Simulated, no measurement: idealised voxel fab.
Process module name: voxel capacitor over wiring
In the cross-section labelled cut, the width is 220 nm and each square cell is 5 nm.
Cross-sections here: square-cell grids, written as top-down lists of bands, a band being one or more rows of cells. A band entry consists of two parts. The first gives the height of the band's top and the height of its bottom, in nm. The rest lists the band's materials from left to right, each with its width in nm. A single material labelled with the word "full width" fills the band from edge to edge, and the word "blank" marks empty space. It should be noted that heights are counted from 0, beneath which the wafer as supplied is of one material throughout, and that the lowest band possesses no lower boundary but continues downward, as written in "top 0, no bottom". Per-row width for "30..40": begins at first number (top row of band), ends at second number (bottom row), increment between rows held constant. Where the words "no alterations made" appear for a step, the cross-section shows no cell changed by that step; every cell remained as before. Empty spaces counting at least 8 cells and having no open way to the top are listed in "Closed void list". The notation width x height at distance is used for each, the distance being from the left edge and all three values in nm. Read whatever lies past the settings on a step's line as the simulator's own remark about the step. overlay nm: mask offset rightward from planned place, masked step; negative means leftward offset.
The following list gives the planned process steps
1 RECEIVE with material Si
2 CONFORMAL_DEP with material SiO2, thk nm 10
3 CONFORMAL_DEP with material SiN, thk nm 5
4 DIRECTIONAL_DEP with material lowk, thk nm 15
5 PATTERN with tone open, mask id METAL_1, material resist, width nm 20, pitch nm 70, thk nm 15, overlay nm 0
6 DIRECTIONAL_ETCH with etch materials lowk, depth nm 15
7 DIRECTIONAL_ETCH with etch materials SiN, depth nm 5
8 STRIP with etch materials resist
9 CONFORMAL_DEP with material TiN, thk nm 5
10 FILL_DEP with material Cu, thk nm 10
11 CMP with height nm 30
12 CONFORMAL_DEP with material SiCN, thk nm 5
13 DIRECTIONAL_DEP with material lowk, thk nm 20
14 DIRECTIONAL_DEP with material aC, thk nm 10
15 PATTERN with tone open, mask id PLUG_1, material resist, width nm 15, thk nm 30, overlay nm 0
16 DIRECTIONAL_ETCH with etch materials aC, depth nm 10
17 STRIP with etch materials resist
18 DIRECTIONAL_ETCH with etch materials lowk, depth nm 20
19 DIRECTIONAL_ETCH with etch materials SiCN, depth nm 5
20 STRIP with etch materials aC
21 EPI with material Ru, thk nm 10
22 EPI with material Ru, thk nm 10
23 EPI with material Ru, thk nm 5
24 DIRECTIONAL_DEP with material TiN, thk nm 10
25 DIRECTIONAL_DEP with material SiN, thk nm 5
26 DIRECTIONAL_DEP with material TiN, thk nm 10
27 PATTERN with tone cover, mask id UPPER_PLATE, material resist, width nm 55, thk nm 15, overlay nm 0
28 DIRECTIONAL_ETCH with etch materials TiN, depth nm 10
29 DIRECTIONAL_ETCH with etch materials SiN, depth nm 5
30 STRIP with etch materials resist
31 MASKED_ETCH with tone cover, mask id LOWER_PLATE, width nm 65, etch materials TiN, depth nm 10, overlay nm 0
32 FILL_DEP with material SiO2, thk nm 15
33 CMP with height nm 90
34 DIRECTIONAL_DEP with material aC, thk nm 15
35 PATTERN with tone open, mask id PLUG_2, material resist, width nm 15, thk nm 30, overlay nm 0
36 DIRECTIONAL_ETCH with etch materials aC, depth nm 15
37 STRIP with etch materials resist
38 DIRECTIONAL_ETCH with etch materials SiO2, depth nm 10
39 STRIP with etch materials aC
40 CONFORMAL_DEP with material TiN, thk nm 5
41 FILL_DEP with material Cu, thk nm 5
42 CMP with height nm 90
43 CONFORMAL_DEP with material SiCN, thk nm 5
First of the two wafers, run per plan
Here's what the wafer looked like in cross-section when it arrived - that's after step 1
* top 0, no bottom | Si full width
* Closed void list: none
Cross-section: wafer state after step 2
* top 10, bottom 0 | SiO2 full width
* Below 0, the layers are the same as they were.
Cross-section: wafer state after step 3
* top 15, bottom 10 | SiN full width
* Below 10, the layers are the same as they were.
Cross-section: wafer state after step 4
* top 30, bottom 15 | lowk full width
* Below 15, the layers are the same as they were.
Cross-section: wafer state after step 5
* top 45, bottom 30 | resist=65 | blank=20 | resist=50 | blank=20 | resist=65
* Below 30, the layers are the same as they were.
Cross-section: wafer state after step 6
* top 45, bottom 30 | resist=65 | blank=20 | resist=50 | blank=20 | resist=65
* top 30, bottom 15 | lowk=65 | blank=20 | lowk=50 | blank=20 | lowk=65
* Below 15, the layers are the same as they were.
Cross-section: wafer state after step 7
* top 45, bottom 30 | resist=65 | blank=20 | resist=50 | blank=20 | resist=65
* top 30, bottom 15 | lowk=65 | blank=20 | lowk=50 | blank=20 | lowk=65
* top 15, bottom 10 | SiN=65 | blank=20 | SiN=50 | blank=20 | SiN=65
* Below 10, the layers are the same as they were.
Cross-section: wafer state after step 8
* top 30, bottom 15 | lowk=65 | blank=20 | lowk=50 | blank=20 | lowk=65
* Below 15, the layers are the same as they were.
Cross-section: wafer state after step 9
* top 35, bottom 30 | TiN=70 | blank=10 | TiN=60 | blank=10 | TiN=70
* top 30, bottom 15 | lowk=65 | TiN=5 | blank=10 | TiN=5 | lowk=50 | TiN=5 | blank=10 | TiN=5 | lowk=65
* top 15, bottom 10 | SiN=65 | TiN=20 | SiN=50 | TiN=20 | SiN=65
* Below 10, the layers are the same as they were.
Cross-section: wafer state after step 10
* top 45, bottom 35 | Cu full width
* top 35, bottom 30 | TiN=70 | Cu=10 | TiN=60 | Cu=10 | TiN=70
* top 30, bottom 15 | lowk=65 | TiN=5 | Cu=10 | TiN=5 | lowk=50 | TiN=5 | Cu=10 | TiN=5 | lowk=65
* Below 15, the layers are the same as they were.
Cross-section: wafer state after step 11
* top 30, bottom 15 | lowk=65 | TiN=5 | Cu=10 | TiN=5 | lowk=50 | TiN=5 | Cu=10 | TiN=5 | lowk=65
* Below 15, the layers are the same as they were.
Cross-section: wafer state after step 12
* top 35, bottom 30 | SiCN full width
* Below 30, the layers are the same as they were.
Cross-section: wafer state after step 13
* top 55, bottom 35 | lowk full width
* Below 35, the layers are the same as they were.
Cross-section: wafer state after step 14
* top 65, bottom 55 | aC full width
* Below 55, the layers are the same as they were.
Cross-section: wafer state after step 15
* top 95, bottom 65 | resist=70 | blank=15 | resist=135
* Below 65, the layers are the same as they were.
Cross-section: wafer state after step 16
* top 85, bottom 65 | resist=70 | blank=15 | resist=135
* top 65, bottom 55 | aC=70 | blank=15 | aC=135
* Below 55, the layers are the same as they were.
Cross-section: wafer state after step 17
* top 65, bottom 55 | aC=70 | blank=15 | aC=135
* Below 55, the layers are the same as they were.
Cross-section: wafer state after step 18
* top 65, bottom 55 | aC=70 | blank=15 | aC=135
* top 55, bottom 35 | lowk=70 | blank=15 | lowk=135
* Below 35, the layers are the same as they were.
Cross-section: wafer state after step 19
* top 65, bottom 55 | aC=70 | blank=15 | aC=135
* top 55, bottom 35 | lowk=70 | blank=15 | lowk=135
* top 35, bottom 30 | SiCN=70 | blank=15 | SiCN=135
* Below 30, the layers are the same as they were.
Cross-section: wafer state after step 20
* top 55, bottom 35 | lowk=70 | blank=15 | lowk=135
* Below 35, the layers are the same as they were.
Cross-section: wafer state after step 21
* top 55, bottom 40 | lowk=70 | blank=15 | lowk=135
* top 40, bottom 35 | lowk=70 | Ru=15 | lowk=135
* top 35, bottom 30 | SiCN=70 | Ru=15 | SiCN=135
* Below 30, the layers are the same as they were.
Cross-section: wafer state after step 22
* top 55, bottom 50 | lowk=70 | blank=15 | lowk=135
* top 50, bottom 35 | lowk=70 | Ru=15 | lowk=135
* Below 35, the layers are the same as they were.
Cross-section: wafer state after step 23
* top 55, bottom 35 | lowk=70 | Ru=15 | lowk=135
* Below 35, the layers are the same as they were.
Cross-section: wafer state after step 24
* top 65, bottom 55 | TiN full width
* Below 55, the layers are the same as they were.
Cross-section: wafer state after step 25
* top 70, bottom 65 | SiN full width
* Below 65, the layers are the same as they were.
Cross-section: wafer state after step 26
* top 80, bottom 70 | TiN full width
* Below 70, the layers are the same as they were.
Cross-section: wafer state after step 27
* top 95, bottom 80 | blank=70 | resist=55 | blank=95
* Below 80, the layers are the same as they were.
Cross-section: wafer state after step 28
* top 95, bottom 80 | blank=70 | resist=55 | blank=95
* top 80, bottom 70 | blank=70 | TiN=55 | blank=95
* Below 70, the layers are the same as they were.
Cross-section: wafer state after step 29
* top 95, bottom 80 | blank=70 | resist=55 | blank=95
* top 80, bottom 70 | blank=70 | TiN=55 | blank=95
* top 70, bottom 65 | blank=70 | SiN=55 | blank=95
* Below 65, the layers are the same as they were.
Cross-section: wafer state after step 30
* top 80, bottom 70 | blank=70 | TiN=55 | blank=95
* Below 70, the layers are the same as they were.
Cross-section: wafer state after step 31
* top 80, bottom 70 | blank=70 | TiN=55 | blank=95
* top 70, bottom 65 | blank=70 | SiN=55 | blank=95
* top 65, bottom 55 | blank=65 | TiN=65 | blank=90
* Below 55, the layers are the same as they were.
Cross-section: wafer state after step 32
* top 95, bottom 80 | SiO2 full width
* top 80, bottom 70 | SiO2=70 | TiN=55 | SiO2=95
* top 70, bottom 65 | SiO2=70 | SiN=55 | SiO2=95
* top 65, bottom 55 | SiO2=65 | TiN=65 | SiO2=90
* Below 55, the layers are the same as they were.
Cross-section: wafer state after step 33
* top 90, bottom 80 | SiO2 full width
* Below 80, the layers are the same as they were.
Cross-section: wafer state after step 34
* top 105, bottom 90 | aC full width
* Below 90, the layers are the same as they were.
Cross-section: wafer state after step 35
* top 135, bottom 105 | resist=80 | blank=15 | resist=125
* Below 105, the layers are the same as they were.
Cross-section: wafer state after step 36
* top 120, bottom 105 | resist=80 | blank=15 | resist=125
* top 105, bottom 90 | aC=80 | blank=15 | aC=125
* Below 90, the layers are the same as they were.
Cross-section: wafer state after step 37
* top 105, bottom 90 | aC=80 | blank=15 | aC=125
* Below 90, the layers are the same as they were.
Cross-section: wafer state after step 38
* top 105, bottom 90 | aC=80 | blank=15 | aC=125
* top 90, bottom 80 | SiO2=80 | blank=15 | SiO2=125
* Below 80, the layers are the same as they were.
Cross-section: wafer state after step 39
* top 90, bottom 80 | SiO2=80 | blank=15 | SiO2=125
* Below 80, the layers are the same as they were.
Cross-section: wafer state after step 40
* top 95, bottom 90 | TiN=85 | blank=5 | TiN=130
* top 90, bottom 85 | SiO2=80 | TiN=5 | blank=5 | TiN=5 | SiO2=125
* top 85, bottom 80 | SiO2=80 | TiN=15 | SiO2=125
* Below 80, the layers are the same as they were.
Cross-section: wafer state after step 41
* top 100, bottom 95 | Cu full width
* top 95, bottom 90 | TiN=85 | Cu=5 | TiN=130
* top 90, bottom 85 | SiO2=80 | TiN=5 | Cu=5 | TiN=5 | SiO2=125
* Below 85, the layers are the same as they were.
Cross-section: wafer state after step 42
* top 90, bottom 85 | SiO2=80 | TiN=5 | Cu=5 | TiN=5 | SiO2=125
* Below 85, the layers are the same as they were.
Cross-section: wafer state after step 43
* top 95, bottom 90 | SiCN full width
* Below 90, the layers are the same as they were.
What follows concerns the second wafer, which started out like the first and was meant to follow the very same plan; one mistake crept in when it was run, but everything up to and including step 12 is the same as for the first wafer
Cross-section of the second wafer when, according to plan, step 13 should have finished
* top 75, bottom 35 | lowk full width
* Below 35, the layers are the same as they were.
Cross-section of the second wafer when, according to plan, step 14 should have finished
* top 85, bottom 75 | aC full width
* Below 75, the layers are the same as they were.
Cross-section of the second wafer when, according to plan, step 15 should have finished
* top 115, bottom 85 | resist=70 | blank=15 | resist=135
* Below 85, the layers are the same as they were.
Cross-section of the second wafer when, according to plan, step 16 should have finished
* top 105, bottom 85 | resist=70 | blank=15 | resist=135
* top 85, bottom 75 | aC=70 | blank=15 | aC=135
* Below 75, the layers are the same as they were.
Cross-section of the second wafer when, according to plan, step 17 should have finished
* top 85, bottom 75 | aC=70 | blank=15 | aC=135
* Below 75, the layers are the same as they were.
Cross-section of the second wafer when, according to plan, step 18 should have finished
* top 85, bottom 75 | aC=70 | blank=15 | aC=135
* top 75, bottom 55 | lowk=70 | blank=15 | lowk=135
* Below 55, the layers are the same as they were.
Cross-section of the second wafer when, according to plan, step 19 should have finished: no alterations made
Cross-section of the second wafer when, according to plan, step 20 should have finished
* top 75, bottom 55 | lowk=70 | blank=15 | lowk=135
* Below 55, the layers are the same as they were.
Cross-section of the second wafer when, according to plan, step 21 should have finished: no alterations made
Cross-section of the second wafer when, according to plan, step 22 should have finished: no alterations made
Cross-section of the second wafer when, according to plan, step 23 should have finished: no alterations made
Cross-section of the second wafer when, according to plan, step 24 should have finished
* top 85, bottom 75 | TiN=70 | blank=15 | TiN=135
* top 75, bottom 65 | lowk=70 | blank=15 | lowk=135
* top 65, bottom 55 | lowk=70 | TiN=15 | lowk=135
* Below 55, the layers are the same as they were.
Cross-section of the second wafer when, according to plan, step 25 should have finished
* top 90, bottom 85 | SiN=70 | blank=15 | SiN=135
* top 85, bottom 75 | TiN=70 | blank=15 | TiN=135
* top 75, bottom 70 | lowk=70 | blank=15 | lowk=135
* top 70, bottom 65 | lowk=70 | SiN=15 | lowk=135
* Below 65, the layers are the same as they were.
Cross-section of the second wafer when, according to plan, step 26 should have finished
* top 100, bottom 90 | TiN=70 | blank=15 | TiN=135
* top 90, bottom 85 | SiN=70 | blank=15 | SiN=135
* top 85, bottom 80 | TiN=70 | blank=15 | TiN=135
* top 80, bottom 75 | TiN full width
* top 75, bottom 70 | lowk=70 | TiN=15 | lowk=135
* Below 70, the layers are the same as they were.
Cross-section of the second wafer when, according to plan, step 27 should have finished
* top 115, bottom 100 | blank=70 | resist=55 | blank=95
* top 100, bottom 90 | TiN=70 | resist=15 | TiN=135
* top 90, bottom 85 | SiN=70 | resist=15 | SiN=135
* top 85, bottom 80 | TiN=70 | resist=15 | TiN=135
* Below 80, the layers are the same as they were.
Cross-section of the second wafer when, according to plan, step 28 should have finished
* top 115, bottom 100 | blank=70 | resist=55 | blank=95
* top 100, bottom 90 | blank=70 | resist=15 | TiN=40 | blank=95
* Below 90, the layers are the same as they were.
Cross-section of the second wafer when, according to plan, step 29 should have finished
* top 115, bottom 100 | blank=70 | resist=55 | blank=95
* top 100, bottom 90 | blank=70 | resist=15 | TiN=40 | blank=95
* top 90, bottom 85 | blank=70 | resist=15 | SiN=40 | blank=95
* Below 85, the layers are the same as they were.
Cross-section of the second wafer when, according to plan, step 30 should have finished
* top 100, bottom 90 | blank=85 | TiN=40 | blank=95
* top 90, bottom 85 | blank=85 | SiN=40 | blank=95
* top 85, bottom 80 | TiN=70 | blank=15 | TiN=135
* Below 80, the layers are the same as they were.
Cross-section of the second wafer when, according to plan, step 31 should have finished
* top 100, bottom 90 | blank=85 | TiN=40 | blank=95
* top 90, bottom 85 | blank=85 | SiN=40 | blank=95
* top 85, bottom 80 | blank=65 | TiN=5 | blank=15 | TiN=45 | blank=90
* top 80, bottom 75 | blank=65 | TiN=65 | blank=90
* Below 75, the layers are the same as they were.
Cross-section of the second wafer when, according to plan, step 32 should have finished
* top 115, bottom 100 | SiO2 full width
* top 100, bottom 90 | SiO2=85 | TiN=40 | SiO2=95
* top 90, bottom 85 | SiO2=85 | SiN=40 | SiO2=95
* top 85, bottom 80 | SiO2=65 | TiN=5 | SiO2=15 | TiN=45 | SiO2=90
* top 80, bottom 75 | SiO2=65 | TiN=65 | SiO2=90
* Below 75, the layers are the same as they were.
Cross-section of the second wafer when, according to plan, step 33 should have finished
* top 90, bottom 85 | SiO2=85 | SiN=40 | SiO2=95
* Below 85, the layers are the same as they were.
Cross-section of the second wafer when, according to plan, step 34 should have finished
* top 105, bottom 90 | aC full width
* Below 90, the layers are the same as they were.
Cross-section of the second wafer when, according to plan, step 35 should have finished
* top 135, bottom 105 | resist=80 | blank=15 | resist=125
* Below 105, the layers are the same as they were.
Cross-section of the second wafer when, according to plan, step 36 should have finished
* top 120, bottom 105 | resist=80 | blank=15 | resist=125
* top 105, bottom 90 | aC=80 | blank=15 | aC=125
* Below 90, the layers are the same as they were.
Cross-section of the second wafer when, according to plan, step 37 should have finished
* top 105, bottom 90 | aC=80 | blank=15 | aC=125
* Below 90, the layers are the same as they were.
Cross-section of the second wafer when, according to plan, step 38 should have finished
* top 105, bottom 90 | aC=80 | blank=15 | aC=125
* top 90, bottom 85 | SiO2=80 | blank=5 | SiN=40 | SiO2=95
* top 85, bottom 80 | SiO2=65 | TiN=5 | SiO2=10 | blank=5 | TiN=45 | SiO2=90
* Below 80, the layers are the same as they were.
Cross-section of the second wafer when, according to plan, step 39 should have finished
* top 90, bottom 85 | SiO2=80 | blank=5 | SiN=40 | SiO2=95
* Below 85, the layers are the same as they were.
Cross-section of the second wafer when, according to plan, step 40 should have finished
* top 95, bottom 90 | TiN full width
* top 90, bottom 85 | SiO2=80 | TiN=5 | SiN=40 | SiO2=95
* top 85, bottom 80 | SiO2=65 | TiN=5 | SiO2=10 | TiN=50 | SiO2=90
* Below 80, the layers are the same as they were.
Cross-section of the second wafer when, according to plan, step 41 should have finished
* top 100, bottom 95 | Cu full width
* Below 95, the layers are the same as they were.
Cross-section of the second wafer when, according to plan, step 42 should have finished
* top 90, bottom 85 | SiO2=80 | TiN=5 | SiN=40 | SiO2=95
* Below 85, the layers are the same as they were.
Cross-section of the second wafer when, according to plan, step 43 should have finished
* top 95, bottom 90 | SiCN full width
* Below 90, the layers are the same as they were.
what went wrong: the plan had its step 13 run twice
Final cells, second wafer relative to first, materials higher or lower: Cu -1 | Ru -15 | SiCN +3 | SiO2 -144 | TiN -19 | lowk +176
